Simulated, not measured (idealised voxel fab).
Name of the process module below: voxel self aligned contacts
Cross-sectional view cut (width: 235 nm; square cell size: 5 nm).
A cross-section in this document is a grid of square cells, and it is written down as bands, the top band listed before the ones below it; a band is made up of one or more rows of cells.
Band: top height; bottom height; in nm. Then, left to right: material with width in nm, for each material. "everywhere": a single material spanning edge to edge. "empty": empty space.
Height reference: 0 = level under which incoming wafer is all one material. Lowest band: no bottom, runs on downward, e.g. "from 0 down".
Top row gets the first number, bottom row gets the second, and each row in between changes by the same step: that is how a band width like "30->40" works.
Given "no change" for a step, no cell of the cross-section differs between before and after that step.
This entry, "Sealed voids", enumerates those empty regions of no fewer than 8 cells that possess no open connection to the top. Each region is reported in the form width x height at distance, the distance being taken from the left edge, with all three quantities expressed in nm.
Anything after a step's settings on that line? It's the simulator's own note about the step.
"overlay nm" answers the question of how far to the right of plan the mask lay on a step that has a mask, and when it is negative the answer is to the left.
# The steps planned for the process are as follows
step 1: RECEIVE,material Si
step 2: OXIDIZE,depth nm 5
step 3: DIRECTIONAL_DEP,material polySi,thk nm 25
step 4: DIRECTIONAL_DEP,material SiN,thk nm 15
step 5: MASKED_ETCH,tone cover,mask id GATE,width nm 25,pitch nm 50,etch materials SiN,depth nm 15,overlay nm 0
step 6: MASKED_ETCH,tone cover,mask id GATE,width nm 25,pitch nm 50,etch materials polySi,depth nm 25,overlay nm 0
step 7: CONFORMAL_DEP,material SiN,thk nm 5
step 8: DIRECTIONAL_ETCH,etch materials SiN,depth nm 5
step 9: FILL_DEP,material SiO2,thk nm 20
step 10: CMP,height nm 50
step 11: PATTERN,tone open,mask id CONTACT,material resist,width nm 35,thk nm 15,overlay nm 0
step 12: DIRECTIONAL_ETCH,etch materials SiO2,depth nm 55
step 13: STRIP,etch materials resist
step 14: CONFORMAL_DEP,material TiN,thk nm 5
step 15: FILL_DEP,material W,thk nm 5
step 16: CMP,height nm 50
step 17: CONFORMAL_DEP,material SiCN,thk nm 5
# This is the cross-section of the wafer as we received it, i.e. after step 1
- from 0 down: Si everywhere
- Sealed voids: none
# Final cross-section, module run with one mistake (start and plan as above)
- from 55 to 50: SiCN everywhere
- from 50 to 40: SiO2: 100, TiN: 5->15, W: 25->5, TiN: 5->15, SiO2: 100
- from 40 to 30: SiO2: 75, SiN: 35, TiN: 5, W: 5, TiN: 5, SiN: 35, SiO2: 75
- from 30 to 25: SiO2: 75, SiN: 35, TiN: 15, SiN: 35, SiO2: 75
- from 25 to 0: SiO2: 65, SiN: 5, polySi: 35, SiN: 5, TiN: 5, SiN: 5, polySi: 35, SiN: 5, SiO2: 75
- from 0 to -5: SiO2: 110, TiN: 5, SiO2: 120
- from -5 down: Si everywhere
- Sealed voids: none
Against the plan, the run slipped here: step 6 went in with a setting other than planned; the actual run was MASKED_ETCH,tone cover,mask id GATE,width nm 25,pitch nm 50,etch materials polySi,depth nm 25,overlay nm -10
